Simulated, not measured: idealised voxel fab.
process module | voxel self aligned contacts
cross-section cut | 260 nm wide | cells 5 nm
A cross-section is a grid of square cells, given in bands from the top down. A band is one or more rows of cells.
Each band's line starts with the height of the band's top and of its bottom, in nm. Then come its materials from left to right, each with its width in nm. One material with "throughout" fills the band from edge to edge. "air" is empty space.
Height 0 is the level under which the wafer as received is all one material. The lowest band goes on downwards, as in "0 down".
A width such as "30 to 40" changes by the same amount from each row of cells to the next, from the band's top row to its bottom row.
"no change" after a step means that no cell of the cross-section changed.
closed voids: empty space of 8 cells or more with no open way to the top, each as width x height at its distance from the left edge, in nm
after a step's settings: what the simulator itself notes on the step
overlay nm, on a step with a mask: how far to the right of its planned place the mask lay; to the left if negative
plan
1 op RECEIVE | material Si
2 op CONFORMAL_DEP | material SiO2 | thk nm 5
3 op DIRECTIONAL_DEP | material polySi | thk nm 30
4 op DIRECTIONAL_DEP | material SiN | thk nm 25
5 op MASKED_ETCH | tone cover | mask id GATE | width nm 25 | pitch nm 60 | etch materials SiN | depth nm 25 | overlay nm 0
6 op MASKED_ETCH | tone cover | mask id GATE | width nm 25 | pitch nm 60 | etch materials polySi | depth nm 30 | overlay nm 0
7 op CONFORMAL_DEP | material SiN | thk nm 10
8 op DIRECTIONAL_ETCH | etch materials SiN | depth nm 10
9 op FILL_DEP | material SiO2 | thk nm 15
10 op CMP | height nm 65
11 op MASKED_ETCH | tone open | mask id CONTACT | width nm 45 | pitch nm 60 | etch materials SiO2 | depth nm 65 | overlay nm 0
12 op CONFORMAL_DEP | material TiN | thk nm 5
13 op FILL_DEP | material W | thk nm 5
14 op CMP | height nm 65
15 op CONFORMAL_DEP | material SiCN | thk nm 5
as received, after step 1
  0 down: Si throughout
  closed voids: none
first wafer at the end, as planned
  70 to 65: SiCN throughout
  65 to 60: SiO2 75 | TiN 20 | W 5 | TiN 20 | SiO2 15 | TiN 20 | W 5 | TiN 20 | SiO2 80
  60 to 35: SiO2 45 | SiN 45 | TiN 5 | W 5 | TiN 5 | SiN 45 | TiN 5 | W 5 | TiN 5 | SiN 45 | SiO2 50
  35 to 5: SiO2 45 | SiN 10 | polySi 25 | SiN 10 | TiN 5 | W 5 | TiN 5 | SiN 10 | polySi 25 | SiN 10 | TiN 5 | W 5 | TiN 5 | SiN 10 | polySi 25 | SiN 10 | SiO2 50
  5 to 0: SiO2 90 | TiN 15 | SiO2 45 | TiN 15 | SiO2 95
  0 down: Si throughout
  closed voids: none
second wafer at the end: like start, like plan, one mistake
  70 to 65: SiCN throughout
  65 to 60: SiO2 75 | TiN 45 | SiO2 15 | TiN 45 | SiO2 80
  60 to 35: SiO2 40 | SiN 55 | TiN 5 | SiN 55 | TiN 5 | SiN 55 | SiO2 45
  35 to 5: SiO2 40 | SiN 10 | polySi 35 | SiN 10 | TiN 5 | SiN 10 | polySi 35 | SiN 10 | TiN 5 | SiN 10 | polySi 35 | SiN 10 | SiO2 45
  5 to 0: SiO2 95 | TiN 5 | SiO2 55 | TiN 5 | SiO2 100
  0 down: Si throughout
  closed voids: none
what went wrong: step 5 ran as: op MASKED_ETCH | tone cover | mask id GATE | width nm 35 | pitch nm 60 | etch materials SiN | depth nm 25 | overlay nm 0
at the end the second wafer has, in cells: 30 more of SiN | 18 fewer of SiO2 | 24 fewer of TiN | 24 fewer of W | 36 more of polySi
